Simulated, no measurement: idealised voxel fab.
You're looking at the process module voxel wiring stack.
The figure presents cross-section cut, which has a width of 195 nm and is divided into square cells with an edge length of 5 nm.
We lay out every cross-section as a grid of square cells and spell it out in bands from the top down, where one band means one or more rows of cells. Top height, bottom height, nm. Materials left to right, width each, nm. Single material + "everywhere" = fills band edge to edge. "empty" = empty. Height 0 is the level under which the wafer as received is all one material. The lowest band goes on downwards, as in "0..down". It should be noted that a width expressed as "30->40" varies in equal increments from row to row of cells within the band, taking the value of the first number at the top row and that of the second number at the bottom row. Step note "nothing different" = no cross-section cell changed. Each empty space that has no open way to the top and spans at least 8 cells appears under "Enclosed cavities" as width x height at distance, the distance counted from the left edge, all in nm. Note: text after step settings on the step line = simulator remark on that step. Among the settings permitted on a step's line is "overlay nm"; applied to a step with a mask, it specifies the extent to which the mask lay to the right of its planned position, whereas a negative figure signifies a position to the left.
Process steps foreseen in the plan
1. RECEIVE | material Si
2. CONFORMAL_DEP | material SiO2 | thk nm 10
3. DIRECTIONAL_DEP | material TiN | thk nm 5
4. DIRECTIONAL_DEP | material W | thk nm 20
5. DIRECTIONAL_DEP | material aC | thk nm 10
6. PATTERN | tone cover | mask id METAL_1 | material resist | width nm 25 | pitch nm 50 | thk nm 25 | overlay nm -15
7. DIRECTIONAL_ETCH | etch materials aC | depth nm 10
8. STRIP | etch materials resist
9. DIRECTIONAL_ETCH | etch materials W | depth nm 20
10. DIRECTIONAL_ETCH | etch materials TiN | depth nm 5
11. STRIP | etch materials aC
12. FILL_DEP | material lowk | thk nm 5
13. CMP | height nm 35
14. CONFORMAL_DEP | material SiCN | thk nm 5
15. DIRECTIONAL_DEP | material lowk | thk nm 10
16. MASKED_ETCH | tone open | mask id PLUG_1 | width nm 15 | etch materials lowk | depth nm 10 | overlay nm 0
17. MASKED_ETCH | tone open | mask id PLUG_1 | width nm 15 | etch materials SiCN | depth nm 5 | overlay nm 0
18. CONFORMAL_DEP | material TiN | thk nm 5
19. FILL_DEP | material W | thk nm 5
20. CMP | height nm 50
21. DIRECTIONAL_DEP | material TiN | thk nm 5
22. DIRECTIONAL_DEP | material W | thk nm 20
23. PATTERN | tone cover | mask id METAL_2 | material resist | width nm 25 | pitch nm 50 | thk nm 15 | overlay nm 0
24. DIRECTIONAL_ETCH | etch materials W | depth nm 20
25. DIRECTIONAL_ETCH | etch materials TiN | depth nm 5
26. STRIP | etch materials resist
27. CONFORMAL_DEP | material SiCN | thk nm 5
28. FILL_DEP | material lowk | thk nm 10
29. CMP | height nm 75
30. CONFORMAL_DEP | material SiN | thk nm 5
Keep in mind the plan's value for the overlay nm of step 6 comes from the first wafer; the wafers don't share that setting, but they do share the same starting point.
The first of several wafers, as received after step 1, seen in section
0..down  Si everywhere
Enclosed cavities: none
Wafer rows; end of module; cells per material since receipt: (+) gained, (-) lost; then closed voids
overlay nm -15 | +81 SiCN | +39 SiN | +78 SiO2 | +27 TiN | +82 W | +317 lowk | Enclosed cavities: none
overlay nm -10 | +81 SiCN | +39 SiN | +78 SiO2 | +27 TiN | +82 W | +317 lowk | Enclosed cavities: none
overlay nm -5 | +81 SiCN | +39 SiN | +78 SiO2 | +27 TiN | +82 W | +317 lowk | Enclosed cavities: none
overlay nm 0 | +81 SiCN | +39 SiN | +78 SiO2 | +27 TiN | +82 W | +317 lowk | Enclosed cavities: none
overlay nm 5 | +81 SiCN | +39 SiN | +78 SiO2 | +27 TiN | +82 W | +317 lowk | Enclosed cavities: none
overlay nm 10 | +81 SiCN | +39 SiN | +78 SiO2 | +27 TiN | +82 W | +317 lowk | Enclosed cavities: none
overlay nm 15 | +81 SiCN | +39 SiN | +78 SiO2 | +27 TiN | +82 W | +317 lowk | Enclosed cavities: none
